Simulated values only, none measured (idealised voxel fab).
Title: Process Module voxel wiring stack
Section shown: cut. Width: 215 nm. Cell size: 5 nm, square.
Think of the cross-section as a grid of square cells. We describe it in bands, top to bottom, and each band covers one or more rows of those cells.
Heights first: top, then bottom, in nm. Then materials, left to right, each with a width in nm. "throughout" on a single material: fills the band edge to edge. "empty": empty space.
Beneath 0, the wafer as received is one material, and that level is where height counting begins. The lowest band goes on downward without a bottom; it is written like "0 and below".
The width entry "30->40" should be interpreted row by row: the top row of cells in the band takes the first number, the bottom row takes the second number, and the change between adjacent rows is uniform throughout.
"no alteration", as given for a step, is the statement that not any cell of the cross-section underwent a change during that step.
Closed empty spaces (no open way to the top) of 8 cells or more are what "Closed void list" lists, each as width x height at distance from the left edge, nm for all three.
Text after the settings on a step's line: the simulator's own remark on that step.
"overlay nm", when on a step's line for a step with a mask, measures how far to the right of its planned place the mask lay; a negative measure means to the left.
## Planned process steps
1) RECEIVE [material Si]
2) CONFORMAL_DEP [material SiO2] [thk nm 15]
3) DIRECTIONAL_DEP [material TiN] [thk nm 5]
4) DIRECTIONAL_DEP [material Ru] [thk nm 25]
5) PATTERN [tone cover] [mask id METAL_1] [material resist] [width nm 25] [pitch nm 45] [thk nm 20] [overlay nm 0]
6) DIRECTIONAL_ETCH [etch materials Ru] [depth nm 25]
7) DIRECTIONAL_ETCH [etch materials TiN] [depth nm 5]
8) STRIP [etch materials resist]
9) FILL_DEP [material lowk] [thk nm 5]
10) CMP [height nm 45]
11) CONFORMAL_DEP [material SiCN] [thk nm 5]
12) DIRECTIONAL_DEP [material lowk] [thk nm 20]
13) PATTERN [tone open] [mask id PLUG_1] [material resist] [width nm 15] [pitch nm 45] [thk nm 20] [overlay nm 0]
14) DIRECTIONAL_ETCH [etch materials lowk] [depth nm 20]
15) DIRECTIONAL_ETCH [etch materials SiCN] [depth nm 5]
16) STRIP [etch materials resist]
17) EPI [material Ru] [thk nm 10]
18) EPI [material Ru] [thk nm 10]
19) EPI [material Ru] [thk nm 5]
20) DIRECTIONAL_DEP [material TiN] [thk nm 5]
21) DIRECTIONAL_DEP [material W] [thk nm 15]
22) PATTERN [tone cover] [mask id METAL_2] [material resist] [width nm 25] [pitch nm 45] [thk nm 15] [overlay nm 0]
23) DIRECTIONAL_ETCH [etch materials W] [depth nm 15]
24) DIRECTIONAL_ETCH [etch materials TiN] [depth nm 5]
25) STRIP [etch materials resist]
26) CONFORMAL_DEP [material SiN] [thk nm 5]
27) FILL_DEP [material SiO2] [thk nm 5]
28) CMP [height nm 90]
29) CONFORMAL_DEP [material SiN] [thk nm 5]
## Cross-section of the wafer at receipt, which is the condition after step 1
0 and below  Si throughout
Closed void list: none
## First of two wafers: cross-section at end of module, run per plan
95 down to 90  SiN throughout
90 down to 75  SiO2 (45), then SiN (5), then W (25), then SiN (5), then SiO2 (10), then SiN (5), then W (25), then SiN (5), then SiO2 (10), then SiN (5), then W (25), then SiN (5), then SiO2 (45)
75 down to 70  SiN (50), then TiN (25), then SiN (20), then TiN (25), then SiN (20), then TiN (25), then SiN (50)
70 down to 50  lowk (50), then Ru (15), then lowk (30), then Ru (15), then lowk (30), then Ru (15), then lowk (60)
50 down to 45  SiCN (50), then Ru (15), then SiCN (30), then Ru (15), then SiCN (30), then Ru (15), then SiCN (60)
45 down to 20  lowk (50), then Ru (25), then lowk (20), then Ru (25), then lowk (20), then Ru (25), then lowk (50)
20 down to 15  lowk (50), then TiN (25), then lowk (20), then TiN (25), then lowk (20), then TiN (25), then lowk (50)
15 down to 0  SiO2 throughout
0 and below  Si throughout
Closed void list: none
## Cross-section at end of module for the second wafer of two, which matched the first in starting point and plan and differed by one mistake in its processing
95 down to 90  SiN throughout
90 down to 85  SiO2 (45), then SiN (35), then SiO2 (10), then SiN (35), then SiO2 (10), then SiN (35), then SiO2 (45)
85 down to 75  SiO2 (45), then SiN (5), then W (25), then SiN (5), then SiO2 (10), then SiN (5), then W (25), then SiN (5), then SiO2 (10), then SiN (5), then W (25), then SiN (5), then SiO2 (45)
75 down to 70  SiN (50), then W (25), then SiN (20), then W (25), then SiN (20), then W (25), then SiN (50)
70 down to 50  lowk (50), then Ru (15), then lowk (30), then Ru (15), then lowk (30), then Ru (15), then lowk (60)
50 down to 45  SiCN (50), then Ru (15), then SiCN (30), then Ru (15), then SiCN (30), then Ru (15), then SiCN (60)
45 down to 20  lowk (50), then Ru (25), then lowk (20), then Ru (25), then lowk (20), then Ru (25), then lowk (50)
20 down to 15  lowk (50), then TiN (25), then lowk (20), then TiN (25), then lowk (20), then TiN (25), then lowk (50)
15 down to 0  SiO2 throughout
0 and below  Si throughout
Closed void list: none
Diagnosis: step 20 was left out
It is noted that, at the conclusion of processing, the second wafer exhibits a higher or lower cell count for certain materials relative to the first: +15 SiN | -15 TiN
